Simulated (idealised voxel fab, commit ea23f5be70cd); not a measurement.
The process module presented herein is designated voxel capacitor over wiring.
Cross-sectional view cut (width: 245 nm; square cell size: 5 nm).
A cross-section in this document is a grid of square cells, and it is written down as bands, the top band listed before the ones below it; a band is made up of one or more rows of cells.
A band entry consists of two parts. The first gives the height of the band's top and the height of its bottom, in nm. The rest lists the band's materials from left to right, each with its width in nm. A single material labelled with the word "throughout" fills the band from edge to edge, and the word "empty" marks empty space.
Below 0: as-received wafer, all one material; heights counted from there. Lowest band: no bottom, goes on down, written "0 down".
Note: "30->40" means the width goes from the first number (top row of the band) to the second number (bottom row) in equal steps per row of cells.
"remains unaltered" -> step changed no cross-section cell.
Entry "Fully closed voids" = empty spaces >= 8 cells with no open way to the top; each as width x height at distance, distance from left edge, all nm.
What comes after the settings on a step's line is commentary from the simulator itself on that step.
If you see "overlay nm" on a step's line and that step has a mask, it's telling you how far right of where it was planned the mask ended up; a negative number means it went left instead.
Each pair of cross-sections that follows straddles one process step: the one shows the state before the step, the other the state after it, down to the lowest band that changed and no further. The step in question, and its settings, are given under the pair. Note that a pair is not necessarily a continuation of the pair above it, since pairs can come from different runs of this module on the same starting wafer; it is a continuation only where its entry headed "State before" says so.
### State before
* 0 down  Si throughout
* Fully closed voids: none
### after
* 15 to 0  SiO2 throughout
* All layers under 0 are left as they were.
* Fully closed voids: none
Between the two cross-sections shown above, the process step is CONFORMAL_DEP, material SiO2, thk nm 15
State before: For the state before this step, see the after cross-section of the pair located directly above.
### after
* 20 to 15  TiN throughout
* All layers under 15 are left as they were.
* Fully closed voids: none
Between the two cross-sections shown above, the process step is DIRECTIONAL_DEP, material TiN, thk nm 5
State before: For the state before this step, see the after cross-section of the pair located directly above.
### after
* 35 to 20  W throughout
* All layers under 20 are left as they were.
* Fully closed voids: none
Between the two cross-sections shown above, the process step is DIRECTIONAL_DEP, material W, thk nm 15
State before: For the state before this step, see the after cross-section of the pair located directly above.
### after
* 35 to 20  empty (70) | W (20) | empty (65) | W (20) | empty (70)
* All layers under 20 are left as they were.
* Fully closed voids: none
Between the two cross-sections shown above, the process step is MASKED_ETCH, tone cover, mask id METAL_1, width nm 20, pitch nm 85, etch materials W, depth nm 15, overlay nm 0
State before: For the state before this step, see the after cross-section of the pair located directly above.
### after
* 35 to 20  empty (70) | W (20) | empty (65) | W (20) | empty (70)
* 20 to 15  empty (70) | TiN (20) | empty (65) | TiN (20) | empty (70)
* All layers under 15 are left as they were.
* Fully closed voids: none
Between the two cross-sections shown above, the process step is MASKED_ETCH, tone cover, mask id METAL_1, width nm 20, pitch nm 85, etch materials TiN, depth nm 5, overlay nm 0
State before: For the state before this step, see the after cross-section of the pair located directly above.
### after
* 40 to 35  empty (65) | SiN (30) | empty (55) | SiN (30) | empty (65)
* 35 to 20  empty (65) | SiN (5) | W (20) | SiN (5) | empty (55) | SiN (5) | W (20) | SiN (5) | empty (65)
* 20 to 15  SiN (70) | TiN (20) | SiN (65) | TiN (20) | SiN (70)
* All layers under 15 are left as they were.
* Fully closed voids: none
Between the two cross-sections shown above, the process step is CONFORMAL_DEP, material SiN, thk nm 5
State before: For the state before this step, see the after cross-section of the pair located directly above.
### after
* 50 to 40  lowk throughout
* 40 to 35  lowk (65) | SiN (30) | lowk (55) | SiN (30) | lowk (65)
* 35 to 20  lowk (65) | SiN (5) | W (20) | SiN (5) | lowk (55) | SiN (5) | W (20) | SiN (5) | lowk (65)
* All layers under 20 are left as they were.
* Fully closed voids: none
Between the two cross-sections shown above, the process step is FILL_DEP, material lowk, thk nm 10
State before: For the state before this step, see the after cross-section of the pair located directly above.
### after
* 35 to 20  lowk (65) | SiN (5) | W (20) | SiN (5) | lowk (55) | SiN (5) | W (20) | SiN (5) | lowk (65)
* All layers under 20 are left as they were.
* Fully closed voids: none
Between the two cross-sections shown above, the process step is CMP, height nm 35
State before: For the state before this step, see the after cross-section of the pair located directly above.
### after
* 40 to 35  SiCN throughout
* All layers under 35 are left as they were.
* Fully closed voids: none
Between the two cross-sections shown above, the process step is CONFORMAL_DEP, material SiCN, thk nm 5
State before: For the state before this step, see the after cross-section of the pair located directly above.
### after
* 60 to 40  lowk throughout
* All layers under 40 are left as they were.
* Fully closed voids: none
Between the two cross-sections shown above, the process step is DIRECTIONAL_DEP, material lowk, thk nm 20
State before: For the state before this step, see the after cross-section of the pair located directly above.
### after
* 60 to 40  lowk (75) | empty (15) | lowk (155)
* All layers under 40 are left as they were.
* Fully closed voids: none
Between the two cross-sections shown above, the process step is MASKED_ETCH, tone open, mask id PLUG_1, width nm 15, etch materials lowk, depth nm 20, overlay nm 0
State before: For the state before this step, see the after cross-section of the pair located directly above.
### after
* 60 to 40  lowk (75) | empty (15) | lowk (155)
* 40 to 35  SiCN (75) | empty (15) | SiCN (155)
* All layers under 35 are left as they were.
* Fully closed voids: none
Between the two cross-sections shown above, the process step is MASKED_ETCH, tone open, mask id PLUG_1, width nm 15, etch materials SiCN, depth nm 5, overlay nm 0
State before: For the state before this step, see the after cross-section of the pair located directly above.
### after
* 60 to 45  lowk (75) | empty (15) | lowk (155)
* 45 to 40  lowk (75) | Ru (15) | lowk (155)
* 40 to 35  SiCN (75) | Ru (15) | SiCN (155)
* All layers under 35 are left as they were.
* Fully closed voids: none
Between the two cross-sections shown above, the process step is EPI, material Ru, thk nm 10
State before: For the state before this step, see the after cross-section of the pair located directly above.
### after
* 60 to 55  lowk (75) | empty (15) | lowk (155)
* 55 to 40  lowk (75) | Ru (15) | lowk (155)
* All layers under 40 are left as they were.
* Fully closed voids: none
Between the two cross-sections shown above, the process step is EPI, material Ru, thk nm 10
State before: For the state before this step, see the after cross-section of the pair located directly above.
### after
* 60 to 40  lowk (75) | Ru (15) | lowk (155)
* All layers under 40 are left as they were.
* Fully closed voids: none
Between the two cross-sections shown above, the process step is EPI, material Ru, thk nm 5
State before: For the state before this step, see the after cross-section of the pair located directly above.
### after
* 65 to 60  TiN throughout
* All layers under 60 are left as they were.
* Fully closed voids: none
Between the two cross-sections shown above, the process step is DIRECTIONAL_DEP, material TiN, thk nm 5
State before: For the state before this step, see the after cross-section of the pair located directly above.
### after
* 70 to 65  Al2O3 throughout
* All layers under 65 are left as they were.
* Fully closed voids: none
Between the two cross-sections shown above, the process step is DIRECTIONAL_DEP, material Al2O3, thk nm 5
State before: For the state before this step, see the after cross-section of the pair located directly above.
### after
* 75 to 70  TiN throughout
* All layers under 70 are left as they were.
* Fully closed voids: none
Between the two cross-sections shown above, the process step is DIRECTIONAL_DEP, material TiN, thk nm 5
State before: For the state before this step, see the after cross-section of the pair located directly above.
### after
* 90 to 75  empty (75) | resist (70) | empty (100)
* All layers under 75 are left as they were.
* Fully closed voids: none
Between the two cross-sections shown above, the process step is PATTERN, tone cover, mask id UPPER_PLATE, material resist, width nm 70, thk nm 15, overlay nm 0
State before: For the state before this step, see the after cross-section of the pair located directly above.
### after
* 90 to 75  empty (75) | resist (70) | empty (100)
* 75 to 70  empty (75) | TiN (70) | empty (100)
* All layers under 70 are left as they were.
* Fully closed voids: none
Between the two cross-sections shown above, the process step is DIRECTIONAL_ETCH, etch materials TiN, depth nm 5
State before: For the state before this step, see the after cross-section of the pair located directly above.
### after
* 90 to 75  empty (75) | resist (70) | empty (100)
* 75 to 70  empty (75) | TiN (70) | empty (100)
* 70 to 65  empty (75) | Al2O3 (70) | empty (100)
* All layers under 65 are left as they were.
* Fully closed voids: none
Between the two cross-sections shown above, the process step is DIRECTIONAL_ETCH, etch materials Al2O3, depth nm 5
State before: For the state before this step, see the after cross-section of the pair located directly above.
### after
* 75 to 70  empty (75) | TiN (70) | empty (100)
* All layers under 70 are left as they were.
* Fully closed voids: none
Between the two cross-sections shown above, the process step is STRIP, etch materials resist
State before: For the state before this step, see the after cross-section of the pair located directly above.
### after
* 95 to 75  empty (70) | resist (80) | empty (95)
* 75 to 70  empty (70) | resist (5) | TiN (70) | resist (5) | empty (95)
* 70 to 65  empty (70) | resist (5) | Al2O3 (70) | resist (5) | empty (95)
* All layers under 65 are left as they were.
* Fully closed voids: none
Between the two cross-sections shown above, the process step is PATTERN, tone cover, mask id LOWER_PLATE, material resist, width nm 80, thk nm 20, overlay nm 0
State before: For the state before this step, see the after cross-section of the pair located directly above.
### after
* 95 to 75  empty (70) | resist (80) | empty (95)
* 75 to 70  empty (70) | resist (5) | TiN (70) | resist (5) | empty (95)
* 70 to 65  empty (70) | resist (5) | Al2O3 (70) | resist (5) | empty (95)
* 65 to 60  empty (70) | TiN (80) | empty (95)
* All layers under 60 are left as they were.
* Fully closed voids: none
Between the two cross-sections shown above, the process step is DIRECTIONAL_ETCH, etch materials TiN, depth nm 5
State before: For the state before this step, see the after cross-section of the pair located directly above.
### after
* 75 to 70  empty (75) | TiN (70) | empty (100)
* 70 to 65  empty (75) | Al2O3 (70) | empty (100)
* All layers under 65 are left as they were.
* Fully closed voids: none
Between the two cross-sections shown above, the process step is STRIP, etch materials resist
State before: For the state before this step, see the after cross-section of the pair located directly above.
### after
* 95 to 75  SiO2 throughout
* 75 to 70  SiO2 (75) | TiN (70) | SiO2 (100)
* 70 to 65  SiO2 (75) | Al2O3 (70) | SiO2 (100)
* 65 to 60  SiO2 (70) | TiN (80) | SiO2 (95)
* All layers under 60 are left as they were.
* Fully closed voids: none
Between the two cross-sections shown above, the process step is FILL_DEP, material SiO2, thk nm 20
State before: For the state before this step, see the after cross-section of the pair located directly above.
### after
* 90 to 75  SiO2 throughout
* All layers under 75 are left as they were.
* Fully closed voids: none
Between the two cross-sections shown above, the process step is CMP, height nm 90
State before: For the state before this step, see the after cross-section of the pair located directly above.
### after
* 90 to 75  SiO2 (85) | empty (15) | SiO2 (145)
* All layers under 75 are left as they were.
* Fully closed voids: none
Between the two cross-sections shown above, the process step is MASKED_ETCH, tone open, mask id PLUG_2, width nm 15, etch materials SiO2, depth nm 15, overlay nm 0
State before: For the state before this step, see the after cross-section of the pair located directly above.
### after
* 95 to 90  TiN (90) | empty (5) | TiN (150)
* 90 to 80  SiO2 (85) | TiN (5) | empty (5) | TiN (5) | SiO2 (145)
* 80 to 70  SiO2 (85->75) | TiN (15->70) | SiO2 (145->100)
* All layers under 70 are left as they were.
* Fully closed voids: none
Between the two cross-sections shown above, the process step is CONFORMAL_DEP, material TiN, thk nm 5
State before: For the state before this step, see the after cross-section of the pair located directly above.
### after
* 105 to 95  Ru throughout
* 95 to 90  TiN (90) | Ru (5) | TiN (150)
* 90 to 80  SiO2 (85) | TiN (5) | Ru (5) | TiN (5) | SiO2 (145)
* All layers under 80 are left as they were.
* Fully closed voids: none
Between the two cross-sections shown above, the process step is FILL_DEP, material Ru, thk nm 10
State before: For the state before this step, see the after cross-section of the pair located directly above.
### after
* 90 to 80  SiO2 (85) | TiN (5) | Ru (5) | TiN (5) | SiO2 (145)
* All layers under 80 are left as they were.
* Fully closed voids: none
Between the two cross-sections shown above, the process step is CMP, height nm 90
State before: For the state before this step, see the after cross-section of the pair located directly above.
### after
* 95 to 90  SiN throughout
* All layers under 90 are left as they were.
* Fully closed voids: none
Between the two cross-sections shown above, the process step is CONFORMAL_DEP, material SiN, thk nm 5
### State before
* 105 to 95  Ru throughout
* 95 to 90  TiN (90) | Ru (5) | TiN (150)
* 90 to 80  SiO2 (85) | TiN (5) | Ru (5) | TiN (5) | SiO2 (145)
* 80 to 70  SiO2 (85->75) | TiN (15->70) | SiO2 (145->100)
* 70 to 65  SiO2 (75) | Al2O3 (70) | SiO2 (100)
* 65 to 60  SiO2 (70) | TiN (80) | SiO2 (95)
* 60 to 40  lowk (75) | Ru (15) | lowk (155)
* 40 to 35  SiCN (75) | Ru (15) | SiCN (155)
* 35 to 20  lowk (65) | SiN (5) | W (20) | SiN (5) | lowk (55) | SiN (5) | W (20) | SiN (5) | lowk (65)
* 20 to 15  SiN (70) | TiN (20) | SiN (65) | TiN (20) | SiN (70)
* 15 to 0  SiO2 throughout
* 0 down  Si throughout
* Fully closed voids: none
### after
* 110 to 105  SiN throughout
* All layers under 105 are left as they were.
* Fully closed voids: none
Between the two cross-sections shown above, the process step is CONFORMAL_DEP, material SiN, thk nm 5
### State before
* 60 to 55  lowk (75) | empty (15) | lowk (155)
* 55 to 40  lowk (75) | Ru (15) | lowk (155)
* 40 to 35  SiCN (75) | Ru (15) | SiCN (155)
* 35 to 20  lowk (65) | SiN (5) | W (20) | SiN (5) | lowk (55) | SiN (5) | W (20) | SiN (5) | lowk (65)
* 20 to 15  SiN (70) | TiN (20) | SiN (65) | TiN (20) | SiN (70)
* 15 to 0  SiO2 throughout
* 0 down  Si throughout
* Fully closed voids: none
### after
* 65 to 60  empty (70) | Ru (25) | empty (150)
* 60 to 40  lowk (75) | Ru (15) | lowk (155)
* All layers under 40 are left as they were.
* Fully closed voids: none
Between the two cross-sections shown above, the process step is EPI, material Ru, thk nm 10
State before: For the state before this step, see the after cross-section of the pair located directly above.
### after
* 70 to 60  empty (65) | Ru (35) | empty (145)
* All layers under 60 are left as they were.
* Fully closed voids: none
Between the two cross-sections shown above, the process step is EPI, material Ru, thk nm 5
State before: For the state before this step, see the after cross-section of the pair located directly above.
### after
* 75 to 70  empty (65) | TiN (35) | empty (145)
* 70 to 65  empty (65) | Ru (35) | empty (145)
* 65 to 60  TiN (65) | Ru (35) | TiN (145)
* All layers under 60 are left as they were.
* Fully closed voids: none
Between the two cross-sections shown above, the process step is DIRECTIONAL_DEP, material TiN, thk nm 5
State before: For the state before this step, see the after cross-section of the pair located directly above.
### after
* 80 to 75  empty (65) | Al2O3 (35) | empty (145)
* 75 to 70  empty (65) | TiN (35) | empty (145)
* 70 to 65  Al2O3 (65) | Ru (35) | Al2O3 (145)
* All layers under 65 are left as they were.
* Fully closed voids: none
Between the two cross-sections shown above, the process step is DIRECTIONAL_DEP, material Al2O3, thk nm 5
State before: For the state before this step, see the after cross-section of the pair located directly above.
### after
* 85 to 80  empty (65) | TiN (35) | empty (145)
* 80 to 75  empty (65) | Al2O3 (35) | empty (145)
* 75 to 70  TiN throughout
* All layers under 70 are left as they were.
* Fully closed voids: none
Between the two cross-sections shown above, the process step is DIRECTIONAL_DEP, material TiN, thk nm 5
State before: For the state before this step, see the after cross-section of the pair located directly above.
### after
* 100 to 85  empty (75) | resist (70) | empty (100)
* 85 to 80  empty (65) | TiN (35) | resist (45) | empty (100)
* 80 to 75  empty (65) | Al2O3 (35) | resist (45) | empty (100)
* All layers under 75 are left as they were.
* Fully closed voids: none
Between the two cross-sections shown above, the process step is PATTERN, tone cover, mask id UPPER_PLATE, material resist, width nm 70, thk nm 15, overlay nm 0
State before: For the state before this step, see the after cross-section of the pair located directly above.
### after
* 100 to 85  empty (75) | resist (70) | empty (100)
* 85 to 80  empty (75) | TiN (25) | resist (45) | empty (100)
* 80 to 75  empty (65) | Al2O3 (35) | resist (45) | empty (100)
* 75 to 70  empty (65) | TiN (80) | empty (100)
* All layers under 70 are left as they were.
* Fully closed voids: none
Between the two cross-sections shown above, the process step is DIRECTIONAL_ETCH, etch materials TiN, depth nm 5
State before: For the state before this step, see the after cross-section of the pair located directly above.
### after
* 100 to 85  empty (75) | resist (70) | empty (100)
* 85 to 80  empty (75) | TiN (25) | resist (45) | empty (100)
* 80 to 75  empty (75) | Al2O3 (25) | resist (45) | empty (100)
* 75 to 70  empty (65) | TiN (80) | empty (100)
* 70 to 65  empty (65) | Ru (35) | Al2O3 (45) | empty (100)
* All layers under 65 are left as they were.
* Fully closed voids: none
Between the two cross-sections shown above, the process step is DIRECTIONAL_ETCH, etch materials Al2O3, depth nm 5
State before: For the state before this step, see the after cross-section of the pair located directly above.
### after
* 85 to 80  empty (75) | TiN (25) | empty (145)
* 80 to 75  empty (75) | Al2O3 (25) | empty (145)
* All layers under 75 are left as they were.
* Fully closed voids: none
Between the two cross-sections shown above, the process step is STRIP, etch materials resist
State before: For the state before this step, see the after cross-section of the pair located directly above.
### after
* 105 to 85  empty (70) | resist (80) | empty (95)
* 85 to 80  empty (70) | resist (5) | TiN (25) | resist (50) | empty (95)
* 80 to 75  empty (70) | resist (5) | Al2O3 (25) | resist (50) | empty (95)
* 75 to 70  empty (65) | TiN (80) | resist (5) | empty (95)
* 70 to 65  empty (65) | Ru (35) | Al2O3 (45) | resist (5) | empty (95)
* All layers under 65 are left as they were.
* Fully closed voids: none
Between the two cross-sections shown above, the process step is PATTERN, tone cover, mask id LOWER_PLATE, material resist, width nm 80, thk nm 20, overlay nm 0
State before: For the state before this step, see the after cross-section of the pair located directly above.
### after
* 105 to 85  empty (70) | resist (80) | empty (95)
* 85 to 80  empty (70) | resist (5) | TiN (25) | resist (50) | empty (95)
* 80 to 75  empty (70) | resist (5) | Al2O3 (25) | resist (50) | empty (95)
* 75 to 70  empty (70) | TiN (75) | resist (5) | empty (95)
* 70 to 65  empty (65) | Ru (35) | Al2O3 (45) | resist (5) | empty (95)
* 65 to 60  empty (65) | Ru (35) | TiN (50) | empty (95)
* All layers under 60 are left as they were.
* Fully closed voids: none
Between the two cross-sections shown above, the process step is DIRECTIONAL_ETCH, etch materials TiN, depth nm 5
State before: For the state before this step, see the after cross-section of the pair located directly above.
### after
* 85 to 80  empty (75) | TiN (25) | empty (145)
* 80 to 75  empty (75) | Al2O3 (25) | empty (145)
* 75 to 70  empty (70) | TiN (75) | empty (100)
* 70 to 65  empty (65) | Ru (35) | Al2O3 (45) | empty (100)
* All layers under 65 are left as they were.
* Fully closed voids: none
Between the two cross-sections shown above, the process step is STRIP, etch materials resist
State before: For the state before this step, see the after cross-section of the pair located directly above.
### after
* 105 to 85  SiO2 throughout
* 85 to 80  SiO2 (75) | TiN (25) | SiO2 (145)
* 80 to 75  SiO2 (75) | Al2O3 (25) | SiO2 (145)
* 75 to 70  SiO2 (70) | TiN (75) | SiO2 (100)
* 70 to 65  SiO2 (65) | Ru (35) | Al2O3 (45) | SiO2 (100)
* 65 to 60  SiO2 (65) | Ru (35) | TiN (50) | SiO2 (95)
* All layers under 60 are left as they were.
* Fully closed voids: none
Between the two cross-sections shown above, the process step is FILL_DEP, material SiO2, thk nm 20
State before: For the state before this step, see the after cross-section of the pair located directly above.
### after
* 90 to 85  SiO2 throughout
* All layers under 85 are left as they were.
* Fully closed voids: none
Between the two cross-sections shown above, the process step is CMP, height nm 90
State before: For the state before this step, see the after cross-section of the pair located directly above.
### after
* 90 to 85  SiO2 (85) | empty (15) | SiO2 (145)
* All layers under 85 are left as they were.
* Fully closed voids: none
Between the two cross-sections shown above, the process step is MASKED_ETCH, tone open, mask id PLUG_2, width nm 15, etch materials SiO2, depth nm 15, overlay nm 0
State before: For the state before this step, see the after cross-section of the pair located directly above.
### after
* 95 to 90  TiN (90) | empty (5) | TiN (150)
* 90 to 80  SiO2 (85->75) | TiN (15->25) | SiO2 (145)
* All layers under 80 are left as they were.
* Fully closed voids: none
Between the two cross-sections shown above, the process step is CONFORMAL_DEP, material TiN, thk nm 5
State before: For the state before this step, see the after cross-section of the pair located directly above.
### after
* 105 to 95  Ru throughout
* 95 to 90  TiN (90) | Ru (5) | TiN (150)
* All layers under 90 are left as they were.
* Fully closed voids: none
Between the two cross-sections shown above, the process step is FILL_DEP, material Ru, thk nm 10
State before: For the state before this step, see the after cross-section of the pair located directly above.
### after
* 90 to 80  SiO2 (85->75) | TiN (15->25) | SiO2 (145)
* All layers under 80 are left as they were.
* Fully closed voids: none
Between the two cross-sections shown above, the process step is CMP, height nm 90
State before: For the state before this step, see the after cross-section of the pair located directly above.
### after
* 95 to 90  SiN throughout
* All layers under 90 are left as they were.
* Fully closed voids: none
Between the two cross-sections shown above, the process step is CONFORMAL_DEP, material SiN, thk nm 5
### State before
* 60 to 40  lowk (75) | Ru (15) | lowk (155)
* 40 to 35  SiCN (75) | Ru (15) | SiCN (155)
* 35 to 20  lowk (65) | SiN (5) | W (20) | SiN (5) | lowk (55) | SiN (5) | W (20) | SiN (5) | lowk (65)
* 20 to 15  SiN (70) | TiN (20) | SiN (65) | TiN (20) | SiN (70)
* 15 to 0  SiO2 throughout
* 0 down  Si throughout
* Fully closed voids: none
### after
* 65 to 60  Al2O3 throughout
* All layers under 60 are left as they were.
* Fully closed voids: none
Between the two cross-sections shown above, the process step is DIRECTIONAL_DEP, material Al2O3, thk nm 5
State before: For the state before this step, see the after cross-section of the pair located directly above.
### after
* 70 to 65  TiN throughout
* All layers under 65 are left as they were.
* Fully closed voids: none
Between the two cross-sections shown above, the process step is DIRECTIONAL_DEP, material TiN, thk nm 5
State before: For the state before this step, see the after cross-section of the pair located directly above.
### after
* 75 to 65  TiN throughout
* All layers under 65 are left as they were.
* Fully closed voids: none
Between the two cross-sections shown above, the process step is DIRECTIONAL_DEP, material TiN, thk nm 5
State before: For the state before this step, see the after cross-section of the pair located directly above.
### after
* 90 to 75  empty (75) | resist (70) | empty (100)
* All layers under 75 are left as they were.
* Fully closed voids: none
Between the two cross-sections shown above, the process step is PATTERN, tone cover, mask id UPPER_PLATE, material resist, width nm 70, thk nm 15, overlay nm 0
State before: For the state before this step, see the after cross-section of the pair located directly above.
### after
* 90 to 75  empty (75) | resist (70) | empty (100)
* 75 to 70  empty (75) | TiN (70) | empty (100)
* All layers under 70 are left as they were.
* Fully closed voids: none
Between the two cross-sections shown above, the process step is DIRECTIONAL_ETCH, etch materials TiN, depth nm 5
State before: For the state before this step, see the after cross-section of the pair located directly above.
### after
* 75 to 70  empty (75) | TiN (70) | empty (100)
* All layers under 70 are left as they were.
* Fully closed voids: none
Between the two cross-sections shown above, the process step is STRIP, etch materials resist
State before: For the state before this step, see the after cross-section of the pair located directly above.
### after
* 95 to 75  empty (70) | resist (80) | empty (95)
* 75 to 70  empty (70) | resist (5) | TiN (70) | resist (5) | empty (95)
* All layers under 70 are left as they were.
* Fully closed voids: none
Between the two cross-sections shown above, the process step is PATTERN, tone cover, mask id LOWER_PLATE, material resist, width nm 80, thk nm 20, overlay nm 0
State before: For the state before this step, see the after cross-section of the pair located directly above.
### after
* 95 to 75  empty (70) | resist (80) | empty (95)
* 75 to 70  empty (70) | resist (5) | TiN (70) | resist (5) | empty (95)
* 70 to 65  empty (70) | TiN (80) | empty (95)
* All layers under 65 are left as they were.
* Fully closed voids: none
Between the two cross-sections shown above, the process step is DIRECTIONAL_ETCH, etch materials TiN, depth nm 5
State before: For the state before this step, see the after cross-section of the pair located directly above.
### after
* 75 to 65  empty (75->70) | TiN (70->80) | empty (100->95)
* All layers under 65 are left as they were.
* Fully closed voids: none
Between the two cross-sections shown above, the process step is STRIP, etch materials resist
State before: For the state before this step, see the after cross-section of the pair located directly above.
### after
* 95 to 75  SiO2 throughout
* 75 to 65  SiO2 (75->70) | TiN (70->80) | SiO2 (100->95)
* All layers under 65 are left as they were.
* Fully closed voids: none
Between the two cross-sections shown above, the process step is FILL_DEP, material SiO2, thk nm 20
State before: For the state before this step, see the after cross-section of the pair located directly above.
### after
* 90 to 75  SiO2 throughout
* All layers under 75 are left as they were.
* Fully closed voids: none
Between the two cross-sections shown above, the process step is CMP, height nm 90
State before: For the state before this step, see the after cross-section of the pair located directly above.
### after
* 90 to 75  SiO2 (85) | empty (15) | SiO2 (145)
* All layers under 75 are left as they were.
* Fully closed voids: none
Between the two cross-sections shown above, the process step is MASKED_ETCH, tone open, mask id PLUG_2, width nm 15, etch materials SiO2, depth nm 15, overlay nm 0
State before: For the state before this step, see the after cross-section of the pair located directly above.
### after
* 95 to 90  TiN (90) | empty (5) | TiN (150)
* 90 to 80  SiO2 (85) | TiN (5) | empty (5) | TiN (5) | SiO2 (145)
* 80 to 70  SiO2 (85->75) | TiN (15->70) | SiO2 (145->100)
* All layers under 70 are left as they were.
* Fully closed voids: none
Between the two cross-sections shown above, the process step is CONFORMAL_DEP, material TiN, thk nm 5
State before: For the state before this step, see the after cross-section of the pair located directly above.
### after
* 105 to 95  Ru throughout
* 95 to 90  TiN (90) | Ru (5) | TiN (150)
* 90 to 80  SiO2 (85) | TiN (5) | Ru (5) | TiN (5) | SiO2 (145)
* All layers under 80 are left as they were.
* Fully closed voids: none
Between the two cross-sections shown above, the process step is FILL_DEP, material Ru, thk nm 10
State before: For the state before this step, see the after cross-section of the pair located directly above.
### after
* 90 to 80  SiO2 (85) | TiN (5) | Ru (5) | TiN (5) | SiO2 (145)
* All layers under 80 are left as they were.
* Fully closed voids: none
Between the two cross-sections shown above, the process step is CMP, height nm 90
State before: For the state before this step, see the after cross-section of the pair located directly above.
### after
* 95 to 90  SiN throughout
* All layers under 90 are left as they were.
* Fully closed voids: none
Between the two cross-sections shown above, the process step is CONFORMAL_DEP, material SiN, thk nm 5
### State before
* 60 to 40  lowk throughout
* 40 to 35  SiCN throughout
* 35 to 20  lowk (65) | SiN (5) | W (20) | SiN (5) | lowk (55) | SiN (5) | W (20) | SiN (5) | lowk (65)
* 20 to 15  SiN (70) | TiN (20) | SiN (65) | TiN (20) | SiN (70)
* 15 to 0  SiO2 throughout
* 0 down  Si throughout
* Fully closed voids: none
### after
* 60 to 50  lowk (75) | empty (15) | lowk (155)
* All layers under 50 are left as they were.
* Fully closed voids: none
Between the two cross-sections shown above, the process step is MASKED_ETCH, tone open, mask id PLUG_1, width nm 15, etch materials lowk, depth nm 10, overlay nm 0
State before: For the state before this step, see the after cross-section of the pair located directly above.
### after
* 65 to 60  TiN (75) | empty (15) | TiN (155)
* 60 to 55  lowk (75) | empty (15) | lowk (155)
* 55 to 50  lowk (75) | TiN (15) | lowk (155)
* All layers under 50 are left as they were.
* Fully closed voids: none
Between the two cross-sections shown above, the process step is DIRECTIONAL_DEP, material TiN, thk nm 5
State before: For the state before this step, see the after cross-section of the pair located directly above.
### after
* 70 to 65  Al2O3 (75) | empty (15) | Al2O3 (155)
* 65 to 60  TiN (75) | empty (15) | TiN (155)
* 60 to 55  lowk (75) | Al2O3 (15) | lowk (155)
* All layers under 55 are left as they were.
* Fully closed voids: none
Between the two cross-sections shown above, the process step is DIRECTIONAL_DEP, material Al2O3, thk nm 5
State before: For the state before this step, see the after cross-section of the pair located directly above.
### after
* 75 to 70  TiN (75) | empty (15) | TiN (155)
* 70 to 65  Al2O3 (75) | empty (15) | Al2O3 (155)
* 65 to 60  TiN throughout
* All layers under 60 are left as they were.
* Fully closed voids: none
Between the two cross-sections shown above, the process step is DIRECTIONAL_DEP, material TiN, thk nm 5
State before: For the state before this step, see the after cross-section of the pair located directly above.
### after
* 90 to 75  empty (75) | resist (70) | empty (100)
* 75 to 70  TiN (75) | resist (15) | TiN (155)
* 70 to 65  Al2O3 (75) | resist (15) | Al2O3 (155)
* All layers under 65 are left as they were.
* Fully closed voids: none
Between the two cross-sections shown above, the process step is PATTERN, tone cover, mask id UPPER_PLATE, material resist, width nm 70, thk nm 15, overlay nm 0
State before: For the state before this step, see the after cross-section of the pair located directly above.
### after
* 90 to 75  empty (75) | resist (70) | empty (100)
* 75 to 70  empty (75) | resist (15) | TiN (55) | empty (100)
* All layers under 70 are left as they were.
* Fully closed voids: none
Between the two cross-sections shown above, the process step is DIRECTIONAL_ETCH, etch materials TiN, depth nm 5
State before: For the state before this step, see the after cross-section of the pair located directly above.
### after
* 90 to 75  empty (75) | resist (70) | empty (100)
* 75 to 70  empty (75) | resist (15) | TiN (55) | empty (100)
* 70 to 65  empty (75) | resist (15) | Al2O3 (55) | empty (100)
* All layers under 65 are left as they were.
* Fully closed voids: none
Between the two cross-sections shown above, the process step is DIRECTIONAL_ETCH, etch materials Al2O3, depth nm 5
State before: For the state before this step, see the after cross-section of the pair located directly above.
### after
* 75 to 70  empty (90) | TiN (55) | empty (100)
* 70 to 65  empty (90) | Al2O3 (55) | empty (100)
* All layers under 65 are left as they were.
* Fully closed voids: none
Between the two cross-sections shown above, the process step is STRIP, etch materials resist
State before: For the state before this step, see the after cross-section of the pair located directly above.
### after
* 95 to 75  empty (70) | resist (80) | empty (95)
* 75 to 70  empty (70) | resist (20) | TiN (55) | resist (5) | empty (95)
* 70 to 65  empty (70) | resist (20) | Al2O3 (55) | resist (5) | empty (95)
* All layers under 65 are left as they were.
* Fully closed voids: none
Between the two cross-sections shown above, the process step is PATTERN, tone cover, mask id LOWER_PLATE, material resist, width nm 80, thk nm 20, overlay nm 0
State before: For the state before this step, see the after cross-section of the pair located directly above.
### after
* 95 to 75  empty (70) | resist (80) | empty (95)
* 75 to 70  empty (70) | resist (20) | TiN (55) | resist (5) | empty (95)
* 70 to 65  empty (70) | resist (20) | Al2O3 (55) | resist (5) | empty (95)
* 65 to 60  empty (70) | TiN (80) | empty (95)
* All layers under 60 are left as they were.
* Fully closed voids: none
Between the two cross-sections shown above, the process step is DIRECTIONAL_ETCH, etch materials TiN, depth nm 5
State before: For the state before this step, see the after cross-section of the pair located directly above.
### after
* 75 to 70  empty (90) | TiN (55) | empty (100)
* 70 to 65  empty (90) | Al2O3 (55) | empty (100)
* All layers under 65 are left as they were.
* Fully closed voids: none
Between the two cross-sections shown above, the process step is STRIP, etch materials resist
State before: For the state before this step, see the after cross-section of the pair located directly above.
### after
* 95 to 75  SiO2 throughout
* 75 to 70  SiO2 (90) | TiN (55) | SiO2 (100)
* 70 to 65  SiO2 (90) | Al2O3 (55) | SiO2 (100)
* 65 to 60  SiO2 (70) | TiN (80) | SiO2 (95)
* All layers under 60 are left as they were.
* Fully closed voids: none
Between the two cross-sections shown above, the process step is FILL_DEP, material SiO2, thk nm 20
State before: For the state before this step, see the after cross-section of the pair located directly above.
### after
* 90 to 75  SiO2 throughout
* All layers under 75 are left as they were.
* Fully closed voids: none
Between the two cross-sections shown above, the process step is CMP, height nm 90
State before: For the state before this step, see the after cross-section of the pair located directly above.
### after
* 90 to 75  SiO2 (85) | empty (15) | SiO2 (145)
* All layers under 75 are left as they were.
* Fully closed voids: none
Between the two cross-sections shown above, the process step is MASKED_ETCH, tone open, mask id PLUG_2, width nm 15, etch materials SiO2, depth nm 15, overlay nm 0
State before: For the state before this step, see the after cross-section of the pair located directly above.
### after
* 95 to 90  TiN (90) | empty (5) | TiN (150)
* 90 to 80  SiO2 (85) | TiN (5) | empty (5) | TiN (5) | SiO2 (145)
* 80 to 70  SiO2 (85->90) | TiN (15->55) | SiO2 (145->100)
* All layers under 70 are left as they were.
* Fully closed voids: none
Between the two cross-sections shown above, the process step is CONFORMAL_DEP, material TiN, thk nm 5
